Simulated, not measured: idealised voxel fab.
Proc. module: voxel capacitor over wiring
We display cut, a cross-section 195 nm in width whose square cells are each 5 nm.
We lay out every cross-section as a grid of square cells and spell it out in bands from the top down, where one band means one or more rows of cells. Heights first: top, then bottom, in nm. Then materials, left to right, each with a width in nm. "edge to edge" on a single material: fills the band edge to edge. "empty": empty space. Height is counted from the level 0, under which the received wafer is composed throughout of one material. The lowest of the bands is not closed at the bottom but continues downward, in the notation "top 0, no bottom". The width entry "30->40" should be interpreted row by row: the top row of cells in the band takes the first number, the bottom row takes the second number, and the change between adjacent rows is uniform throughout. Any step labelled "all unchanged" changed none of the cells in the cross-section. Voids not open to the top, 8 cells minimum: see "Unvented internal voids". Written width x height at distance; distance is from the left edge; nm. Where a step's line continues beyond its settings, the continuation is a remark by the simulator itself on that step. The optional step-line setting "overlay nm" applies to steps with a mask and quantifies how far to the right of its planned location the mask lay, a negative value indicating leftward placement.
### plan
| 1 | RECEIVE,material Si |
| 2 | CONFORMAL_DEP,material SiO2,thk nm 15 |
| 3 | DIRECTIONAL_DEP,material TiN,thk nm 5 |
| 4 | DIRECTIONAL_DEP,material W,thk nm 15 |
| 5 | DIRECTIONAL_DEP,material aC,thk nm 15 |
| 6 | PATTERN,tone cover,mask id METAL_1,material resist,width nm 20,pitch nm 75,thk nm 35,overlay nm 0 |
| 7 | DIRECTIONAL_ETCH,etch materials aC,depth nm 15 |
| 8 | STRIP,etch materials resist |
| 9 | DIRECTIONAL_ETCH,etch materials W,depth nm 15 |
| 10 | DIRECTIONAL_ETCH,etch materials TiN,depth nm 5 |
| 11 | STRIP,etch materials aC |
| 12 | CONFORMAL_DEP,material SiCN,thk nm 5 |
| 13 | FILL_DEP,material lowk,thk nm 5 |
| 14 | CMP,height nm 35 |
| 15 | CONFORMAL_DEP,material SiCN,thk nm 5 |
| 16 | DIRECTIONAL_DEP,material lowk,thk nm 10 |
| 17 | DIRECTIONAL_DEP,material aC,thk nm 15 |
| 18 | PATTERN,tone open,mask id PLUG_1,material resist,width nm 15,thk nm 35,overlay nm 0 |
| 19 | DIRECTIONAL_ETCH,etch materials aC,depth nm 15 |
| 20 | STRIP,etch materials resist |
| 21 | DIRECTIONAL_ETCH,etch materials lowk,depth nm 10 |
| 22 | DIRECTIONAL_ETCH,etch materials SiCN,depth nm 5 |
| 23 | STRIP,etch materials aC |
| 24 | EPI,material Ru,thk nm 10 |
| 25 | EPI,material Ru,thk nm 5 |
| 26 | DIRECTIONAL_DEP,material TiN,thk nm 5 |
| 27 | DIRECTIONAL_DEP,material Al2O3,thk nm 5 |
| 28 | DIRECTIONAL_DEP,material TiN,thk nm 10 |
| 29 | MASKED_ETCH,tone cover,mask id UPPER_PLATE,width nm 60,etch materials TiN,depth nm 10,overlay nm 0 |
| 30 | MASKED_ETCH,tone cover,mask id UPPER_PLATE,width nm 60,etch materials Al2O3,depth nm 5,overlay nm 0 |
| 31 | DIRECTIONAL_DEP,material aC,thk nm 15 |
| 32 | PATTERN,tone cover,mask id LOWER_PLATE,material resist,width nm 70,thk nm 30,overlay nm 0 |
| 33 | DIRECTIONAL_ETCH,etch materials aC,depth nm 15 |
| 34 | STRIP,etch materials resist |
| 35 | DIRECTIONAL_ETCH,etch materials TiN,depth nm 5 |
| 36 | STRIP,etch materials aC |
| 37 | FILL_DEP,material SiO2,thk nm 20 |
| 38 | CMP,height nm 85 |
| 39 | MASKED_ETCH,tone open,mask id PLUG_2,width nm 15,etch materials SiO2,depth nm 15,overlay nm 0 |
| 40 | CONFORMAL_DEP,material TiN,thk nm 5 |
| 41 | FILL_DEP,material Cu,thk nm 5 |
| 42 | CMP,height nm 85 |
| 43 | CONFORMAL_DEP,material SiCN,thk nm 5 |
### Received-state cross-section, reflecting completion of step 1
  top 0, no bottom | Si edge to edge
  Unvented internal voids: none
### Cross-sectional view of the first of the two wafers upon completion of the module, processed in accordance with the plan
  top 90, bottom 85 | SiCN edge to edge
  top 85, bottom 75 | SiO2 65; TiN 5; Cu 5; TiN 5; SiO2 115
  top 75, bottom 70 | SiO2 65; TiN 15; SiO2 115
  top 70, bottom 60 | SiO2 55; TiN 60; SiO2 80
  top 60, bottom 55 | SiO2 55; Al2O3 60; SiO2 80
  top 55, bottom 50 | SiO2 50; TiN 70; SiO2 75
  top 50, bottom 40 | lowk 55; Ru 15; lowk 125
  top 40, bottom 35 | SiCN 55; Ru 15; SiCN 125
  top 35, bottom 20 | lowk 45; SiCN 5; W 20; SiCN 5; lowk 45; SiCN 5; W 20; SiCN 5; lowk 45
  top 20, bottom 15 | SiCN 50; TiN 20; SiCN 55; TiN 20; SiCN 50
  top 15, bottom 0 | SiO2 edge to edge
  top 0, no bottom | Si edge to edge
  Unvented internal voids: none
### Wafer two, sectioned after the module: the first wafer's start, the first wafer's plan, and one mistake in how it was run
  top 90, bottom 85 | SiCN edge to edge
  top 85, bottom 80 | SiO2 65; TiN 15; SiO2 115
  top 80, bottom 70 | SiO2 55; TiN 25; SiO2 115
  top 70, bottom 65 | SiO2 55; Al2O3 25; TiN 35; SiO2 80
  top 65, bottom 60 | SiO2 50; TiN 65; SiO2 80
  top 60, bottom 55 | SiO2 45; Ru 35; Al2O3 35; SiO2 80
  top 55, bottom 50 | SiO2 45; Ru 35; TiN 40; SiO2 75
  top 50, bottom 40 | lowk 55; Ru 15; lowk 125
  top 40, bottom 35 | SiCN 55; Ru 15; SiCN 125
  top 35, bottom 20 | lowk 45; SiCN 5; W 20; SiCN 5; lowk 45; SiCN 5; W 20; SiCN 5; lowk 45
  top 20, bottom 15 | SiCN 50; TiN 20; SiCN 55; TiN 20; SiCN 50
  top 15, bottom 0 | SiO2 edge to edge
  top 0, no bottom | Si edge to edge
  Unvented internal voids: none
Diagnosis: step 24 of the plan was twice carried out
Count the cells at the end and the second wafer has more or fewer of some materials than the first: Cu: 2 fewer | Ru: 14 more | SiO2: 8 fewer | TiN: 4 fewer
